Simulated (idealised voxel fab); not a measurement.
Presented below is a process module, voxel fin reveal.
FYI the section here is cut, 165 nm wide, cells are 5 nm squares.
A cross-section is a grid of square cells, given in bands from the top down. A band is one or more rows of cells.
Top, bottom (nm), then materials left to right with widths (nm); lone material tagged "all across" fills the whole band edge to edge; "blank" = empty space.
Heights are reckoned from 0. Under this level, the received wafer is all of one material. The bottommost band is open-ended downward, for example "0 and below".
Graded width ("30->40"): value in top row of band = first number; value in bottom row = second number; row-to-row change constant.
Step marked "left unchanged"? Then no cell in the cross-section changed in it.
Empty spaces counting at least 8 cells and having no open way to the top are listed in "Closed void roster". The notation width x height at distance is used for each, the distance being from the left edge and all three values in nm.
Past the settings on a step's line: simulator remark, on that step.
The "overlay nm" setting may appear on a step's line; for a step that uses a mask, it gives how far to the right of its planned position the mask lay, and a negative value indicates the left.
**Listed below are the process steps as planned**
| 1 | RECEIVE,material Si |
| 2 | CONFORMAL_DEP,material SiN,thk nm 10 |
| 3 | PATTERN,tone cover,mask id FINS,material resist,width nm 15,pitch nm 35,thk nm 20,overlay nm 0 |
| 4 | DIRECTIONAL_ETCH,etch materials SiN,depth nm 10 |
| 5 | DIRECTIONAL_ETCH,etch materials Si,depth nm 30 |
| 6 | STRIP,etch materials resist |
| 7 | FILL_DEP,material SiO2,thk nm 10 |
| 8 | CMP,height nm 10 |
| 9 | SELECTIVE_ETCH,etch materials SiO2,depth nm 25 |
| 10 | STRIP,etch materials SiN |
**What follows covers the first of two wafers; it ran as planned**
**Wafer at receipt (post step 1), cross-section**
    0 and below: Si all across
    Closed void roster: none
**Presented here is a cross-section of the wafer after step 2 has been performed**
    10 down to 0: SiN all across
    Below a height of 0, the structure has not been altered.
**Presented here is a cross-section of the wafer after step 3 has been performed**
    30 down to 10: blank: 55; resist: 15; blank: 20; resist: 15; blank: 60
    Below a height of 10, the structure has not been altered.
**Presented here is a cross-section of the wafer after step 4 has been performed**
    30 down to 10: blank: 55; resist: 15; blank: 20; resist: 15; blank: 60
    10 down to 0: blank: 55; SiN: 15; blank: 20; SiN: 15; blank: 60
    Below a height of 0, the structure has not been altered.
**Presented here is a cross-section of the wafer after step 5 has been performed**
    30 down to 10: blank: 55; resist: 15; blank: 20; resist: 15; blank: 60
    10 down to 0: blank: 55; SiN: 15; blank: 20; SiN: 15; blank: 60
    0 down to -30: blank: 55; Si: 15; blank: 20; Si: 15; blank: 60
    Below a height of -30, the structure has not been altered.
**Presented here is a cross-section of the wafer after step 6 has been performed**
    10 down to 0: blank: 55; SiN: 15; blank: 20; SiN: 15; blank: 60
    Below a height of 0, the structure has not been altered.
**Presented here is a cross-section of the wafer after step 7 has been performed**
    20 down to 10: SiO2 all across
    10 down to 0: SiO2: 55; SiN: 15; SiO2: 20; SiN: 15; SiO2: 60
    0 down to -30: SiO2: 55; Si: 15; SiO2: 20; Si: 15; SiO2: 60
    Below a height of -30, the structure has not been altered.
**Presented here is a cross-section of the wafer after step 8 has been performed**
    10 down to 0: SiO2: 55; SiN: 15; SiO2: 20; SiN: 15; SiO2: 60
    Below a height of 0, the structure has not been altered.
**Presented here is a cross-section of the wafer after step 9 has been performed**
    10 down to 0: blank: 55; SiN: 15; blank: 20; SiN: 15; blank: 60
    0 down to -15: blank: 55; Si: 15; blank: 20; Si: 15; blank: 60
    Below a height of -15, the structure has not been altered.
**Presented here is a cross-section of the wafer after step 10 has been performed**
    0 down to -15: blank: 55; Si: 15; blank: 20; Si: 15; blank: 60
    Below a height of -15, the structure has not been altered.
**Here the second wafer is described. Its start and its plan were those of the first wafer. Its run contained one mistake. Up to and including step 2, it did exactly what the first wafer did**
**Cross-sectional representation of the second wafer at the time designated in the plan for the completion of step 3**
    30 down to 10: blank: 60; resist: 15; blank: 20; resist: 15; blank: 55
    Below a height of 10, the structure has not been altered.
**Cross-sectional representation of the second wafer at the time designated in the plan for the completion of step 4**
    30 down to 10: blank: 60; resist: 15; blank: 20; resist: 15; blank: 55
    10 down to 0: blank: 60; SiN: 15; blank: 20; SiN: 15; blank: 55
    Below a height of 0, the structure has not been altered.
**Cross-sectional representation of the second wafer at the time designated in the plan for the completion of step 5**
    30 down to 10: blank: 60; resist: 15; blank: 20; resist: 15; blank: 55
    10 down to 0: blank: 60; SiN: 15; blank: 20; SiN: 15; blank: 55
    0 down to -30: blank: 60; Si: 15; blank: 20; Si: 15; blank: 55
    Below a height of -30, the structure has not been altered.
**Cross-sectional representation of the second wafer at the time designated in the plan for the completion of step 6**
    10 down to 0: blank: 60; SiN: 15; blank: 20; SiN: 15; blank: 55
    Below a height of 0, the structure has not been altered.
**Cross-sectional representation of the second wafer at the time designated in the plan for the completion of step 7**
    20 down to 10: SiO2 all across
    10 down to 0: SiO2: 60; SiN: 15; SiO2: 20; SiN: 15; SiO2: 55
    0 down to -30: SiO2: 60; Si: 15; SiO2: 20; Si: 15; SiO2: 55
    Below a height of -30, the structure has not been altered.
**Cross-sectional representation of the second wafer at the time designated in the plan for the completion of step 8**
    10 down to 0: SiO2: 60; SiN: 15; SiO2: 20; SiN: 15; SiO2: 55
    Below a height of 0, the structure has not been altered.
**Cross-sectional representation of the second wafer at the time designated in the plan for the completion of step 9**
    10 down to 0: blank: 60; SiN: 15; blank: 20; SiN: 15; blank: 55
    0 down to -15: blank: 60; Si: 15; blank: 20; Si: 15; blank: 55
    Below a height of -15, the structure has not been altered.
**Cross-sectional representation of the second wafer at the time designated in the plan for the completion of step 10**
    0 down to -15: blank: 60; Si: 15; blank: 20; Si: 15; blank: 55
    Below a height of -15, the structure has not been altered.
Here's what went sideways: contrary to plan, step 3 was performed as PATTERN,tone cover,mask id FINS,material resist,width nm 15,pitch nm 35,thk nm 20,overlay nm 5
At the end, each material covers as many cells on the second wafer as it does on the first, though the cells it covers are elsewhere.
